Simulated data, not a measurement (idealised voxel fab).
Proc. module: voxel wiring stack
Cross-sectional view cut (width: 155 nm; square cell size: 5 nm).
Cross-section format: a grid of square cells, given as bands from top to bottom; each band is one or more rows of cells. Heights first: top, then bottom, in nm. Then materials, left to right, each with a width in nm. "full width" on a single material: fills the band edge to edge. "air": empty space. Beneath 0, the wafer as received is one material, and that level is where height counting begins. The lowest band goes on downward without a bottom; it is written like "0..down". A width given as "30..40" starts at the first number in the band's top row and ends at the second number in its bottom row, shifting by an equal amount at every step from row to row. Reading "nothing different" for a step: not a cell of the cross-section changed in it. Closed void roster: empty space of 8 cells or more with no open way to the top, each as width x height at its distance from the left edge, in nm. Note: text after step settings on the step line = simulator remark on that step. You can add "overlay nm" to a step's line. For a step with a mask, it describes how far the mask lay to the right of its planned position, and a negative number describes a lay to the left.

This section lists the process steps that were planned:
1: RECEIVE: material Si
2: CONFORMAL_DEP: material SiO2, thk nm 15
3: DIRECTIONAL_DEP: material TiN, thk nm 5
4: DIRECTIONAL_DEP: material W, thk nm 15
5: MASKED_ETCH: tone cover, mask id METAL_1, width nm 20, pitch nm 45, etch materials W, depth nm 15, overlay nm 0
6: MASKED_ETCH: tone cover, mask id METAL_1, width nm 20, pitch nm 45, etch materials TiN, depth nm 5, overlay nm 0
7: CONFORMAL_DEP: material SiN, thk nm 5
8: FILL_DEP: material lowk, thk nm 5
9: CMP: height nm 35
10: CONFORMAL_DEP: material SiCN, thk nm 5
11: DIRECTIONAL_DEP: material lowk, thk nm 15
12: PATTERN: tone open, mask id PLUG_1, material resist, width nm 15, pitch nm 90, thk nm 15, overlay nm 0
13: DIRECTIONAL_ETCH: etch materials lowk, depth nm 15
14: DIRECTIONAL_ETCH: etch materials SiCN, depth nm 5
15: STRIP: etch materials resist
16: CONFORMAL_DEP: material TiN, thk nm 5
17: FILL_DEP: material W, thk nm 10
18: CMP: height nm 55
19: CONFORMAL_DEP: material SiN, thk nm 5
20: DIRECTIONAL_DEP: material SiO2, thk nm 25
21: DIRECTIONAL_DEP: material aC, thk nm 15
22: PATTERN: tone open, mask id METAL_2, material resist, width nm 20, pitch nm 45, thk nm 30, overlay nm 0
23: DIRECTIONAL_ETCH: etch materials aC, depth nm 15
24: STRIP: etch materials resist
25: DIRECTIONAL_ETCH: etch materials SiO2, depth nm 25
26: DIRECTIONAL_ETCH: etch materials SiN, depth nm 5
27: STRIP: etch materials aC
28: CONFORMAL_DEP: material TiN, thk nm 5
29: FILL_DEP: material W, thk nm 10
30: CMP: height nm 85
31: CONFORMAL_DEP: material SiCN, thk nm 5
32: DIRECTIONAL_DEP: material SiO2, thk nm 20
33: DIRECTIONAL_DEP: material aC, thk nm 10
34: PATTERN: tone open, mask id PLUG_2, material resist, width nm 15, pitch nm 90, thk nm 30, overlay nm 0
35: DIRECTIONAL_ETCH: etch materials aC, depth nm 10
36: STRIP: etch materials resist
37: DIRECTIONAL_ETCH: etch materials SiO2, depth nm 20
38: DIRECTIONAL_ETCH: etch materials SiCN, depth nm 5
39: STRIP: etch materials aC
40: EPI: material Ru, thk nm 10
41: EPI: material Ru, thk nm 10
42: EPI: material Ru, thk nm 5
43: CONFORMAL_DEP: material SiN, thk nm 5
44: DIRECTIONAL_DEP: material lowk, thk nm 25
45: MASKED_ETCH: tone open, mask id METAL_3, width nm 20, pitch nm 45, etch materials lowk, depth nm 25, overlay nm 0
46: MASKED_ETCH: tone open, mask id METAL_3, width nm 20, pitch nm 45, etch materials SiN, depth nm 5, overlay nm 0
47: CONFORMAL_DEP: material TiN, thk nm 5
48: FILL_DEP: material Cu, thk nm 10
49: CMP: height nm 140
50: CONFORMAL_DEP: material SiCN, thk nm 5
51: DIRECTIONAL_DEP: material lowk, thk nm 10
52: DIRECTIONAL_DEP: material aC, thk nm 10
53: PATTERN: tone open, mask id PLUG_3, material resist, width nm 15, pitch nm 45, thk nm 25, overlay nm 0
54: DIRECTIONAL_ETCH: etch materials aC, depth nm 10
55: STRIP: etch materials resist
56: DIRECTIONAL_ETCH: etch materials lowk, depth nm 10
57: DIRECTIONAL_ETCH: etch materials SiCN, depth nm 5
58: STRIP: etch materials aC
59: CONFORMAL_DEP: material TiN, thk nm 5
60: FILL_DEP: material W, thk nm 5
61: CMP: height nm 155
62: DIRECTIONAL_DEP: material TiN, thk nm 5
63: DIRECTIONAL_DEP: material W, thk nm 15
64: PATTERN: tone cover, mask id METAL_4, material resist, width nm 20, pitch nm 45, thk nm 20, overlay nm 0
65: DIRECTIONAL_ETCH: etch materials W, depth nm 15
66: DIRECTIONAL_ETCH: etch materials TiN, depth nm 5
67: STRIP: etch materials resist
68: CONFORMAL_DEP: material SiCN, thk nm 5
69: FILL_DEP: material lowk, thk nm 5
70: CMP: height nm 175
71: CONFORMAL_DEP: material SiCN, thk nm 5

As received (post step 1): cross-section:
	0..down | Si full width
	Closed void roster: none

Result of the module, cross-sectioned: start per above, plan per above, one error in how it was run:
	180..175 | SiCN full width
	175..160 | lowk: 15, then SiCN: 5, then W: 20, then SiCN: 5, then lowk: 15, then SiCN: 5, then W: 20, then SiCN: 5, then lowk: 15, then SiCN: 5, then W: 20, then SiCN: 5, then lowk: 20
	160..155 | SiCN: 20, then TiN: 20, then SiCN: 25, then TiN: 20, then SiCN: 25, then TiN: 20, then SiCN: 25
	155..145 | lowk: 20, then TiN: 5, then W: 5, then TiN: 5, then lowk: 30, then TiN: 5, then W: 5, then TiN: 5, then lowk: 30, then TiN: 5, then W: 5, then TiN: 5, then lowk: 30
	145..140 | SiCN: 20, then TiN: 15, then SiCN: 30, then TiN: 15, then SiCN: 30, then TiN: 15, then SiCN: 30
	140..115 | lowk: 20, then TiN: 5, then Cu: 10, then TiN: 5, then lowk: 25, then TiN: 5, then Cu: 10, then TiN: 5, then lowk: 25, then TiN: 5, then Cu: 10, then TiN: 5, then lowk: 25
	115..110 | SiN: 20, then TiN: 20, then SiN: 25, then TiN: 20, then SiN: 25, then TiN: 20, then SiN: 25
	110..90 | SiO2: 20, then Ru: 15, then SiO2: 75, then Ru: 15, then SiO2: 30
	90..85 | SiCN: 20, then Ru: 15, then SiCN: 75, then Ru: 15, then SiCN: 30
	85..60 | SiO2: 20, then TiN: 5, then W: 15, then TiN: 5, then SiO2: 20, then TiN: 5, then W: 15, then TiN: 5, then SiO2: 20, then TiN: 5, then W: 15, then TiN: 5, then SiO2: 20
	60..55 | SiN: 20, then TiN: 25, then SiN: 20, then TiN: 25, then SiN: 20, then TiN: 25, then SiN: 20
	55..40 | lowk: 20, then TiN: 5, then W: 5, then TiN: 5, then lowk: 75, then TiN: 5, then W: 5, then TiN: 5, then lowk: 30
	40..35 | SiCN: 20, then TiN: 15, then SiCN: 75, then TiN: 15, then SiCN: 30
	35..20 | lowk: 15, then SiN: 5, then W: 20, then SiN: 5, then lowk: 15, then SiN: 5, then W: 20, then SiN: 5, then lowk: 15, then SiN: 5, then W: 20, then SiN: 5, then lowk: 20
	20..15 | SiN: 20, then TiN: 20, then SiN: 25, then TiN: 20, then SiN: 25, then TiN: 20, then SiN: 25
	15..0 | SiO2 full width
	0..down | Si full width
	Closed void roster: none
What was done differently from what was planned? step 22 off recipe, ran as PATTERN: tone open, mask id METAL_2, material resist, width nm 25, pitch nm 45, thk nm 30, overlay nm 0
